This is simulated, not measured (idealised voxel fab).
process module | voxel capacitor over wiring
Section shown: cut. Width: 235 nm. Cell size: 5 nm, square.
A cross-section is written here as square cells arranged in a grid, and it is given in bands from the top down, each band taking up one or more rows of cells. A band entry consists of two parts. The first gives the height of the band's top and the height of its bottom, in nm. The rest lists the band's materials from left to right, each with its width in nm. A single material labelled with the word "full width" fills the band from edge to edge, and the word "empty" marks empty space. Heights are measured from 0, the level below which the as-received wafer is all one material; the lowest band has no bottom and continues downward, written as in "from 0 down". You'd read "30..40" like this: the band's top row of cells is as wide as the first number, its bottom row is as wide as the second, and going down, every row changes width by the same amount as the row before did. Where a step carries "all unchanged", the cross-section came out of it unchanged, cell for cell. "Closed voids list" - sealed voids, min. 8 cells, no opening to top; format: width x height at distance (distance from left edge; nm throughout). Past the settings on a step's line: simulator remark, on that step. "overlay nm" on a masked step: distance the mask lay right of its planned place, negative for left.

Steps planned for the process
1) RECEIVE,material Si
2) CONFORMAL_DEP,material SiO2,thk nm 15
3) DIRECTIONAL_DEP,material TiN,thk nm 5
4) DIRECTIONAL_DEP,material W,thk nm 20
5) DIRECTIONAL_DEP,material aC,thk nm 15
6) PATTERN,tone cover,mask id METAL_1,material resist,width nm 25,pitch nm 85,thk nm 35,overlay nm 0
7) DIRECTIONAL_ETCH,etch materials aC,depth nm 15
8) STRIP,etch materials resist
9) DIRECTIONAL_ETCH,etch materials W,depth nm 20
10) DIRECTIONAL_ETCH,etch materials TiN,depth nm 5
11) STRIP,etch materials aC
12) FILL_DEP,material SiO2,thk nm 10
13) CMP,height nm 40
14) CONFORMAL_DEP,material SiCN,thk nm 5
15) DIRECTIONAL_DEP,material lowk,thk nm 15
16) MASKED_ETCH,tone open,mask id PLUG_1,width nm 15,etch materials lowk,depth nm 15,overlay nm 0
17) MASKED_ETCH,tone open,mask id PLUG_1,width nm 15,etch materials SiCN,depth nm 5,overlay nm 0
18) CONFORMAL_DEP,material TiN,thk nm 5
19) FILL_DEP,material Ru,thk nm 10
20) CMP,height nm 60
21) DIRECTIONAL_DEP,material TiN,thk nm 5
22) DIRECTIONAL_DEP,material SiN,thk nm 5
23) DIRECTIONAL_DEP,material TiN,thk nm 10
24) DIRECTIONAL_DEP,material aC,thk nm 10
25) PATTERN,tone cover,mask id UPPER_PLATE,material resist,width nm 65,thk nm 25,overlay nm 0
26) DIRECTIONAL_ETCH,etch materials aC,depth nm 10
27) STRIP,etch materials resist
28) DIRECTIONAL_ETCH,etch materials TiN,depth nm 10
29) DIRECTIONAL_ETCH,etch materials SiN,depth nm 5
30) STRIP,etch materials aC
31) DIRECTIONAL_DEP,material aC,thk nm 10
32) PATTERN,tone cover,mask id LOWER_PLATE,material resist,width nm 75,thk nm 30,overlay nm -15
33) DIRECTIONAL_ETCH,etch materials aC,depth nm 10
34) STRIP,etch materials resist
35) DIRECTIONAL_ETCH,etch materials TiN,depth nm 5
36) STRIP,etch materials aC
37) FILL_DEP,material SiO2,thk nm 15
38) CMP,height nm 90
39) PATTERN,tone open,mask id PLUG_2,material resist,width nm 15,thk nm 20,overlay nm 0
40) DIRECTIONAL_ETCH,etch materials SiO2,depth nm 10
41) STRIP,etch materials resist
42) CONFORMAL_DEP,material TiN,thk nm 5
43) FILL_DEP,material Cu,thk nm 5
44) CMP,height nm 90
45) CONFORMAL_DEP,material SiN,thk nm 5
The wafers in this document start out alike and differ in the overlay nm applied at step 32; the plan shows the value used for the first wafer.

Received wafers, first of several: cross-section after step 1
    from 0 down  Si full width
    Closed voids list: none

Module finished, last step 45 done: cross-section of the first of several wafers
    from 95 to 90  SiN full width
    from 90 to 85  SiO2 80 nm, then TiN 5 nm, then Cu 5 nm, then TiN 5 nm, then SiO2 140 nm
    from 85 to 75  SiO2 80..70 nm, then TiN 15..55 nm, then SiO2 140..110 nm
    from 75 to 70  SiO2 70 nm, then TiN 65 nm, then SiO2 100 nm
    from 70 to 65  SiO2 70 nm, then SiN 65 nm, then SiO2 100 nm
    from 65 to 60  SiO2 50 nm, then TiN 85 nm, then SiO2 100 nm
    from 60 to 45  lowk 70 nm, then TiN 5 nm, then Ru 5 nm, then TiN 5 nm, then lowk 150 nm
    from 45 to 40  SiCN 70 nm, then TiN 15 nm, then SiCN 150 nm
    from 40 to 20  SiO2 60 nm, then W 25 nm, then SiO2 60 nm, then W 25 nm, then SiO2 65 nm
    from 20 to 15  SiO2 60 nm, then TiN 25 nm, then SiO2 60 nm, then TiN 25 nm, then SiO2 65 nm
    from 15 to 0  SiO2 full width
    from 0 down  Si full width
    Closed voids list: none

Cross-section, last wafer, module completion
    from 95 to 90  SiN full width
    from 90 to 85  SiO2 80 nm, then TiN 5 nm, then Cu 5 nm, then TiN 5 nm, then SiO2 140 nm
    from 85 to 75  SiO2 80 nm, then TiN 15..55 nm, then SiO2 140..100 nm
    from 75 to 70  SiO2 70 nm, then TiN 65 nm, then SiO2 100 nm
    from 70 to 65  SiO2 70 nm, then SiN 65 nm, then SiO2 100 nm
    from 65 to 60  SiO2 70 nm, then TiN 85 nm, then SiO2 80 nm
    from 60 to 45  lowk 70 nm, then TiN 5 nm, then Ru 5 nm, then TiN 5 nm, then lowk 150 nm
    from 45 to 40  SiCN 70 nm, then TiN 15 nm, then SiCN 150 nm
    from 40 to 20  SiO2 60 nm, then W 25 nm, then SiO2 60 nm, then W 25 nm, then SiO2 65 nm
    from 20 to 15  SiO2 60 nm, then TiN 25 nm, then SiO2 60 nm, then TiN 25 nm, then SiO2 65 nm
    from 15 to 0  SiO2 full width
    from 0 down  Si full width
    Closed voids list: none

For your reference, the table is organized with a row per wafer; each row reflects the wafer at the end of the module, indicating for each material the cells gained (+) or lost (-) since receipt, and thereafter its closed voids
overlay nm -15 | +1 Cu | +3 Ru | +44 SiCN | +60 SiN | +548 SiO2 | +65 TiN | +40 W | +132 lowk | Closed voids list: none
overlay nm -10 | +1 Cu | +3 Ru | +44 SiCN | +60 SiN | +548 SiO2 | +65 TiN | +40 W | +132 lowk | Closed voids list: none
overlay nm -5 | +1 Cu | +3 Ru | +44 SiCN | +60 SiN | +548 SiO2 | +65 TiN | +40 W | +132 lowk | Closed voids list: none
overlay nm 0 | +1 Cu | +3 Ru | +44 SiCN | +60 SiN | +548 SiO2 | +65 TiN | +40 W | +132 lowk | Closed voids list: none
overlay nm 5 | +1 Cu | +3 Ru | +44 SiCN | +60 SiN | +548 SiO2 | +65 TiN | +40 W | +132 lowk | Closed voids list: none
overlay nm 10 | +1 Cu | +3 Ru | +44 SiCN | +60 SiN | +548 SiO2 | +65 TiN | +40 W | +132 lowk | Closed voids list: none
overlay nm 15 | +1 Cu | +3 Ru | +44 SiCN | +60 SiN | +548 SiO2 | +65 TiN | +40 W | +132 lowk | Closed voids list: none
